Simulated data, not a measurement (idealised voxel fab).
Name of the process module below: voxel capacitor over wiring
Xsec cut, 200 nm wide, square cell size 5 nm.
Notation: cross-section as square-cell grid; stated in bands, top first, going down; one or more cell rows per band. This entry defines a band. It first specifies the height of the band's top and the height of its bottom in nm, and then specifies the band's materials from left to right, stating each material with its width in nm. The word "throughout" identifies a single material that fills the band from edge to edge, while the word "blank" identifies empty space. Heads up on the height convention: 0 is the point under which the incoming wafer is all one material, and the lowest band has no bottom, it just keeps going down, like "0..down". A two-number width, for instance "30 to 40", indicates that the width is equal to the first number in the top row of the band and to the second number in the bottom row, and that it changes by a constant amount per row of cells. Where a step carries "no change occurred", the cross-section came out of it unchanged, cell for cell. For the entry "Non-vented voids", the listed items are empty spaces with no open way to the top whose size is 8 cells or more; each item follows the pattern width x height at distance, where distance is from the left edge and all three are in nm. Read whatever lies past the settings on a step's line as the simulator's own remark about the step. "overlay nm", when on a step's line for a step with a mask, measures how far to the right of its planned place the mask lay; a negative measure means to the left.

# This section lists the process steps that were planned
1 RECEIVE,material Si
2 CONFORMAL_DEP,material SiO2,thk nm 15
3 DIRECTIONAL_DEP,material TiN,thk nm 5
4 DIRECTIONAL_DEP,material W,thk nm 25
5 DIRECTIONAL_DEP,material aC,thk nm 15
6 PATTERN,tone cover,mask id METAL_1,material resist,width nm 25,pitch nm 95,thk nm 30,overlay nm 0
7 DIRECTIONAL_ETCH,etch materials aC,depth nm 15
8 STRIP,etch materials resist
9 DIRECTIONAL_ETCH,etch materials W,depth nm 25
10 DIRECTIONAL_ETCH,etch materials TiN,depth nm 5
11 STRIP,etch materials aC
12 FILL_DEP,material SiO2,thk nm 10
13 CMP,height nm 45
14 CONFORMAL_DEP,material SiCN,thk nm 5
15 DIRECTIONAL_DEP,material lowk,thk nm 20
16 DIRECTIONAL_DEP,material aC,thk nm 15
17 PATTERN,tone open,mask id PLUG_1,material resist,width nm 15,thk nm 30,overlay nm 0
18 DIRECTIONAL_ETCH,etch materials aC,depth nm 15
19 STRIP,etch materials resist
20 DIRECTIONAL_ETCH,etch materials lowk,depth nm 20
21 DIRECTIONAL_ETCH,etch materials SiCN,depth nm 5
22 STRIP,etch materials aC
23 CONFORMAL_DEP,material TiN,thk nm 5
24 FILL_DEP,material Cu,thk nm 5
25 CMP,height nm 70
26 DIRECTIONAL_DEP,material TiN,thk nm 10
27 DIRECTIONAL_DEP,material HfO2,thk nm 5
28 DIRECTIONAL_DEP,material TiN,thk nm 5
29 MASKED_ETCH,tone cover,mask id UPPER_PLATE,width nm 75,etch materials TiN,depth nm 5,overlay nm 0
30 MASKED_ETCH,tone cover,mask id UPPER_PLATE,width nm 75,etch materials HfO2,depth nm 5,overlay nm 0
31 MASKED_ETCH,tone cover,mask id LOWER_PLATE,width nm 85,etch materials TiN,depth nm 10,overlay nm 0
32 FILL_DEP,material SiO2,thk nm 15
33 CMP,height nm 100
34 PATTERN,tone open,mask id PLUG_2,material resist,width nm 15,thk nm 20,overlay nm 0
35 DIRECTIONAL_ETCH,etch materials SiO2,depth nm 10
36 STRIP,etch materials resist
37 CONFORMAL_DEP,material TiN,thk nm 5
38 FILL_DEP,material W,thk nm 5
39 CMP,height nm 100
40 CONFORMAL_DEP,material SiN,thk nm 5

# The following pertains to the first of two wafers, which was processed as planned

# as received, after step 1
    0..down | Si throughout
    Non-vented voids: none

# Take a look at the wafer's cross-section after step 2
    15..0 | SiO2 throughout
    Beneath the level 0, the cross-section is identical to its previous state.

# Take a look at the wafer's cross-section after step 3
    20..15 | TiN throughout
    Beneath the level 15, the cross-section is identical to its previous state.

# Take a look at the wafer's cross-section after step 4
    45..20 | W throughout
    Beneath the level 20, the cross-section is identical to its previous state.

# Take a look at the wafer's cross-section after step 5
    60..45 | aC throughout
    Beneath the level 45, the cross-section is identical to its previous state.

# Take a look at the wafer's cross-section after step 6
    90..60 | 40 nm blank, 25 nm resist, 70 nm blank, 25 nm resist, 40 nm blank
    Beneath the level 60, the cross-section is identical to its previous state.

# Take a look at the wafer's cross-section after step 7
    75..60 | 40 nm blank, 25 nm resist, 70 nm blank, 25 nm resist, 40 nm blank
    60..45 | 40 nm blank, 25 nm aC, 70 nm blank, 25 nm aC, 40 nm blank
    Beneath the level 45, the cross-section is identical to its previous state.

# Take a look at the wafer's cross-section after step 8
    60..45 | 40 nm blank, 25 nm aC, 70 nm blank, 25 nm aC, 40 nm blank
    Beneath the level 45, the cross-section is identical to its previous state.

# Take a look at the wafer's cross-section after step 9
    60..45 | 40 nm blank, 25 nm aC, 70 nm blank, 25 nm aC, 40 nm blank
    45..20 | 40 nm blank, 25 nm W, 70 nm blank, 25 nm W, 40 nm blank
    Beneath the level 20, the cross-section is identical to its previous state.

# Take a look at the wafer's cross-section after step 10
    60..45 | 40 nm blank, 25 nm aC, 70 nm blank, 25 nm aC, 40 nm blank
    45..20 | 40 nm blank, 25 nm W, 70 nm blank, 25 nm W, 40 nm blank
    20..15 | 40 nm blank, 25 nm TiN, 70 nm blank, 25 nm TiN, 40 nm blank
    Beneath the level 15, the cross-section is identical to its previous state.

# Take a look at the wafer's cross-section after step 11
    45..20 | 40 nm blank, 25 nm W, 70 nm blank, 25 nm W, 40 nm blank
    Beneath the level 20, the cross-section is identical to its previous state.

# Take a look at the wafer's cross-section after step 12
    55..45 | SiO2 throughout
    45..20 | 40 nm SiO2, 25 nm W, 70 nm SiO2, 25 nm W, 40 nm SiO2
    20..15 | 40 nm SiO2, 25 nm TiN, 70 nm SiO2, 25 nm TiN, 40 nm SiO2
    Beneath the level 15, the cross-section is identical to its previous state.

# Take a look at the wafer's cross-section after step 13
    45..20 | 40 nm SiO2, 25 nm W, 70 nm SiO2, 25 nm W, 40 nm SiO2
    Beneath the level 20, the cross-section is identical to its previous state.

# Take a look at the wafer's cross-section after step 14
    50..45 | SiCN throughout
    Beneath the level 45, the cross-section is identical to its previous state.

# Take a look at the wafer's cross-section after step 15
    70..50 | lowk throughout
    Beneath the level 50, the cross-section is identical to its previous state.

# Take a look at the wafer's cross-section after step 16
    85..70 | aC throughout
    Beneath the level 70, the cross-section is identical to its previous state.

# Take a look at the wafer's cross-section after step 17
    115..85 | 50 nm resist, 15 nm blank, 135 nm resist
    Beneath the level 85, the cross-section is identical to its previous state.

# Take a look at the wafer's cross-section after step 18
    100..85 | 50 nm resist, 15 nm blank, 135 nm resist
    85..70 | 50 nm aC, 15 nm blank, 135 nm aC
    Beneath the level 70, the cross-section is identical to its previous state.

# Take a look at the wafer's cross-section after step 19
    85..70 | 50 nm aC, 15 nm blank, 135 nm aC
    Beneath the level 70, the cross-section is identical to its previous state.

# Take a look at the wafer's cross-section after step 20
    85..70 | 50 nm aC, 15 nm blank, 135 nm aC
    70..50 | 50 nm lowk, 15 nm blank, 135 nm lowk
    Beneath the level 50, the cross-section is identical to its previous state.

# Take a look at the wafer's cross-section after step 21
    85..70 | 50 nm aC, 15 nm blank, 135 nm aC
    70..50 | 50 nm lowk, 15 nm blank, 135 nm lowk
    50..45 | 50 nm SiCN, 15 nm blank, 135 nm SiCN
    Beneath the level 45, the cross-section is identical to its previous state.

# Take a look at the wafer's cross-section after step 22
    70..50 | 50 nm lowk, 15 nm blank, 135 nm lowk
    Beneath the level 50, the cross-section is identical to its previous state.

# Take a look at the wafer's cross-section after step 23
    75..70 | 55 nm TiN, 5 nm blank, 140 nm TiN
    70..50 | 50 nm lowk, 5 nm TiN, 5 nm blank, 5 nm TiN, 135 nm lowk
    50..45 | 50 nm SiCN, 15 nm TiN, 135 nm SiCN
    Beneath the level 45, the cross-section is identical to its previous state.

# Take a look at the wafer's cross-section after step 24
    80..75 | Cu throughout
    75..70 | 55 nm TiN, 5 nm Cu, 140 nm TiN
    70..50 | 50 nm lowk, 5 nm TiN, 5 nm Cu, 5 nm TiN, 135 nm lowk
    Beneath the level 50, the cross-section is identical to its previous state.

# Take a look at the wafer's cross-section after step 25
    70..50 | 50 nm lowk, 5 nm TiN, 5 nm Cu, 5 nm TiN, 135 nm lowk
    Beneath the level 50, the cross-section is identical to its previous state.

# Take a look at the wafer's cross-section after step 26
    80..70 | TiN throughout
    Beneath the level 70, the cross-section is identical to its previous state.

# Take a look at the wafer's cross-section after step 27
    85..80 | HfO2 throughout
    Beneath the level 80, the cross-section is identical to its previous state.

# Take a look at the wafer's cross-section after step 28
    90..85 | TiN throughout
    Beneath the level 85, the cross-section is identical to its previous state.

# Take a look at the wafer's cross-section after step 29
    90..85 | 50 nm blank, 75 nm TiN, 75 nm blank
    Beneath the level 85, the cross-section is identical to its previous state.

# Take a look at the wafer's cross-section after step 30
    90..85 | 50 nm blank, 75 nm TiN, 75 nm blank
    85..80 | 50 nm blank, 75 nm HfO2, 75 nm blank
    Beneath the level 80, the cross-section is identical to its previous state.

# Take a look at the wafer's cross-section after step 31
    90..85 | 50 nm blank, 75 nm TiN, 75 nm blank
    85..80 | 50 nm blank, 75 nm HfO2, 75 nm blank
    80..70 | 45 nm blank, 85 nm TiN, 70 nm blank
    Beneath the level 70, the cross-section is identical to its previous state.

# Take a look at the wafer's cross-section after step 32
    105..90 | SiO2 throughout
    90..85 | 50 nm SiO2, 75 nm TiN, 75 nm SiO2
    85..80 | 50 nm SiO2, 75 nm HfO2, 75 nm SiO2
    80..70 | 45 nm SiO2, 85 nm TiN, 70 nm SiO2
    Beneath the level 70, the cross-section is identical to its previous state.

# Take a look at the wafer's cross-section after step 33
    100..90 | SiO2 throughout
    Beneath the level 90, the cross-section is identical to its previous state.

# Take a look at the wafer's cross-section after step 34
    120..100 | 60 nm resist, 15 nm blank, 125 nm resist
    Beneath the level 100, the cross-section is identical to its previous state.

# Take a look at the wafer's cross-section after step 35
    120..100 | 60 nm resist, 15 nm blank, 125 nm resist
    100..90 | 60 nm SiO2, 15 nm blank, 125 nm SiO2
    Beneath the level 90, the cross-section is identical to its previous state.

# Take a look at the wafer's cross-section after step 36
    100..90 | 60 nm SiO2, 15 nm blank, 125 nm SiO2
    Beneath the level 90, the cross-section is identical to its previous state.

# Take a look at the wafer's cross-section after step 37
    105..100 | 65 nm TiN, 5 nm blank, 130 nm TiN
    100..95 | 60 nm SiO2, 5 nm TiN, 5 nm blank, 5 nm TiN, 125 nm SiO2
    95..85 | 60 to 50 nm SiO2, 15 to 75 nm TiN, 125 to 75 nm SiO2
    Beneath the level 85, the cross-section is identical to its previous state.

# Take a look at the wafer's cross-section after step 38
    110..105 | W throughout
    105..100 | 65 nm TiN, 5 nm W, 130 nm TiN
    100..95 | 60 nm SiO2, 5 nm TiN, 5 nm W, 5 nm TiN, 125 nm SiO2
    Beneath the level 95, the cross-section is identical to its previous state.

# Take a look at the wafer's cross-section after step 39
    100..95 | 60 nm SiO2, 5 nm TiN, 5 nm W, 5 nm TiN, 125 nm SiO2
    Beneath the level 95, the cross-section is identical to its previous state.

# Take a look at the wafer's cross-section after step 40
    105..100 | SiN throughout
    Beneath the level 100, the cross-section is identical to its previous state.

# Second wafer: same start and same plan as the first, one execution error; identical to the first through step 2

Second wafer, cross-section, planned end of step 3: no change occurred

# Second wafer, cross-section, planned end of step 4
    40..15 | W throughout
    Beneath the level 15, the cross-section is identical to its previous state.

# Second wafer, cross-section, planned end of step 5
    55..40 | aC throughout
    Beneath the level 40, the cross-section is identical to its previous state.

# Second wafer, cross-section, planned end of step 6
    85..55 | 40 nm blank, 25 nm resist, 70 nm blank, 25 nm resist, 40 nm blank
    Beneath the level 55, the cross-section is identical to its previous state.

# Second wafer, cross-section, planned end of step 7
    70..55 | 40 nm blank, 25 nm resist, 70 nm blank, 25 nm resist, 40 nm blank
    55..40 | 40 nm blank, 25 nm aC, 70 nm blank, 25 nm aC, 40 nm blank
    Beneath the level 40, the cross-section is identical to its previous state.

# Second wafer, cross-section, planned end of step 8
    55..40 | 40 nm blank, 25 nm aC, 70 nm blank, 25 nm aC, 40 nm blank
    Beneath the level 40, the cross-section is identical to its previous state.

# Second wafer, cross-section, planned end of step 9
    55..40 | 40 nm blank, 25 nm aC, 70 nm blank, 25 nm aC, 40 nm blank
    40..15 | 40 nm blank, 25 nm W, 70 nm blank, 25 nm W, 40 nm blank
    Beneath the level 15, the cross-section is identical to its previous state.

Second wafer, cross-section, planned end of step 10: no change occurred

# Second wafer, cross-section, planned end of step 11
    40..15 | 40 nm blank, 25 nm W, 70 nm blank, 25 nm W, 40 nm blank
    Beneath the level 15, the cross-section is identical to its previous state.

# Second wafer, cross-section, planned end of step 12
    50..40 | SiO2 throughout
    40..15 | 40 nm SiO2, 25 nm W, 70 nm SiO2, 25 nm W, 40 nm SiO2
    Beneath the level 15, the cross-section is identical to its previous state.

# Second wafer, cross-section, planned end of step 13
    45..40 | SiO2 throughout
    Beneath the level 40, the cross-section is identical to its previous state.

# Second wafer, cross-section, planned end of step 14
    50..45 | SiCN throughout
    Beneath the level 45, the cross-section is identical to its previous state.

# Second wafer, cross-section, planned end of step 15
    70..50 | lowk throughout
    Beneath the level 50, the cross-section is identical to its previous state.

# Second wafer, cross-section, planned end of step 16
    85..70 | aC throughout
    Beneath the level 70, the cross-section is identical to its previous state.

# Second wafer, cross-section, planned end of step 17
    115..85 | 50 nm resist, 15 nm blank, 135 nm resist
    Beneath the level 85, the cross-section is identical to its previous state.

# Second wafer, cross-section, planned end of step 18
    100..85 | 50 nm resist, 15 nm blank, 135 nm resist
    85..70 | 50 nm aC, 15 nm blank, 135 nm aC
    Beneath the level 70, the cross-section is identical to its previous state.

# Second wafer, cross-section, planned end of step 19
    85..70 | 50 nm aC, 15 nm blank, 135 nm aC
    Beneath the level 70, the cross-section is identical to its previous state.

# Second wafer, cross-section, planned end of step 20
    85..70 | 50 nm aC, 15 nm blank, 135 nm aC
    70..50 | 50 nm lowk, 15 nm blank, 135 nm lowk
    Beneath the level 50, the cross-section is identical to its previous state.

# Second wafer, cross-section, planned end of step 21
    85..70 | 50 nm aC, 15 nm blank, 135 nm aC
    70..50 | 50 nm lowk, 15 nm blank, 135 nm lowk
    50..45 | 50 nm SiCN, 15 nm blank, 135 nm SiCN
    Beneath the level 45, the cross-section is identical to its previous state.

# Second wafer, cross-section, planned end of step 22
    70..50 | 50 nm lowk, 15 nm blank, 135 nm lowk
    Beneath the level 50, the cross-section is identical to its previous state.

# Second wafer, cross-section, planned end of step 23
    75..70 | 55 nm TiN, 5 nm blank, 140 nm TiN
    70..50 | 50 nm lowk, 5 nm TiN, 5 nm blank, 5 nm TiN, 135 nm lowk
    50..45 | 50 nm SiCN, 15 nm TiN, 135 nm SiCN
    Beneath the level 45, the cross-section is identical to its previous state.

# Second wafer, cross-section, planned end of step 24
    80..75 | Cu throughout
    75..70 | 55 nm TiN, 5 nm Cu, 140 nm TiN
    70..50 | 50 nm lowk, 5 nm TiN, 5 nm Cu, 5 nm TiN, 135 nm lowk
    Beneath the level 50, the cross-section is identical to its previous state.

# Second wafer, cross-section, planned end of step 25
    70..50 | 50 nm lowk, 5 nm TiN, 5 nm Cu, 5 nm TiN, 135 nm lowk
    Beneath the level 50, the cross-section is identical to its previous state.

# Second wafer, cross-section, planned end of step 26
    80..70 | TiN throughout
    Beneath the level 70, the cross-section is identical to its previous state.

# Second wafer, cross-section, planned end of step 27
    85..80 | HfO2 throughout
    Beneath the level 80, the cross-section is identical to its previous state.

# Second wafer, cross-section, planned end of step 28
    90..85 | TiN throughout
    Beneath the level 85, the cross-section is identical to its previous state.

# Second wafer, cross-section, planned end of step 29
    90..85 | 50 nm blank, 75 nm TiN, 75 nm blank
    Beneath the level 85, the cross-section is identical to its previous state.

# Second wafer, cross-section, planned end of step 30
    90..85 | 50 nm blank, 75 nm TiN, 75 nm blank
    85..80 | 50 nm blank, 75 nm HfO2, 75 nm blank
    Beneath the level 80, the cross-section is identical to its previous state.

# Second wafer, cross-section, planned end of step 31
    90..85 | 50 nm blank, 75 nm TiN, 75 nm blank
    85..80 | 50 nm blank, 75 nm HfO2, 75 nm blank
    80..70 | 45 nm blank, 85 nm TiN, 70 nm blank
    Beneath the level 70, the cross-section is identical to its previous state.

# Second wafer, cross-section, planned end of step 32
    105..90 | SiO2 throughout
    90..85 | 50 nm SiO2, 75 nm TiN, 75 nm SiO2
    85..80 | 50 nm SiO2, 75 nm HfO2, 75 nm SiO2
    80..70 | 45 nm SiO2, 85 nm TiN, 70 nm SiO2
    Beneath the level 70, the cross-section is identical to its previous state.

# Second wafer, cross-section, planned end of step 33
    100..90 | SiO2 throughout
    Beneath the level 90, the cross-section is identical to its previous state.

# Second wafer, cross-section, planned end of step 34
    120..100 | 60 nm resist, 15 nm blank, 125 nm resist
    Beneath the level 100, the cross-section is identical to its previous state.

# Second wafer, cross-section, planned end of step 35
    120..100 | 60 nm resist, 15 nm blank, 125 nm resist
    100..90 | 60 nm SiO2, 15 nm blank, 125 nm SiO2
    Beneath the level 90, the cross-section is identical to its previous state.

# Second wafer, cross-section, planned end of step 36
    100..90 | 60 nm SiO2, 15 nm blank, 125 nm SiO2
    Beneath the level 90, the cross-section is identical to its previous state.

# Second wafer, cross-section, planned end of step 37
    105..100 | 65 nm TiN, 5 nm blank, 130 nm TiN
    100..95 | 60 nm SiO2, 5 nm TiN, 5 nm blank, 5 nm TiN, 125 nm SiO2
    95..85 | 60 to 50 nm SiO2, 15 to 75 nm TiN, 125 to 75 nm SiO2
    Beneath the level 85, the cross-section is identical to its previous state.

# Second wafer, cross-section, planned end of step 38
    110..105 | W throughout
    105..100 | 65 nm TiN, 5 nm W, 130 nm TiN
    100..95 | 60 nm SiO2, 5 nm TiN, 5 nm W, 5 nm TiN, 125 nm SiO2
    Beneath the level 95, the cross-section is identical to its previous state.

# Second wafer, cross-section, planned end of step 39
    100..95 | 60 nm SiO2, 5 nm TiN, 5 nm W, 5 nm TiN, 125 nm SiO2
    Beneath the level 95, the cross-section is identical to its previous state.

# Second wafer, cross-section, planned end of step 40
    105..100 | SiN throughout
    Beneath the level 100, the cross-section is identical to its previous state.
Heads up, the wafer didn't run the way we planned it: step 3 was dropped from the plan's execution and never run
End of process, cell counts, second wafer against first, materials with more or fewer: SiO2 +10 | TiN -10
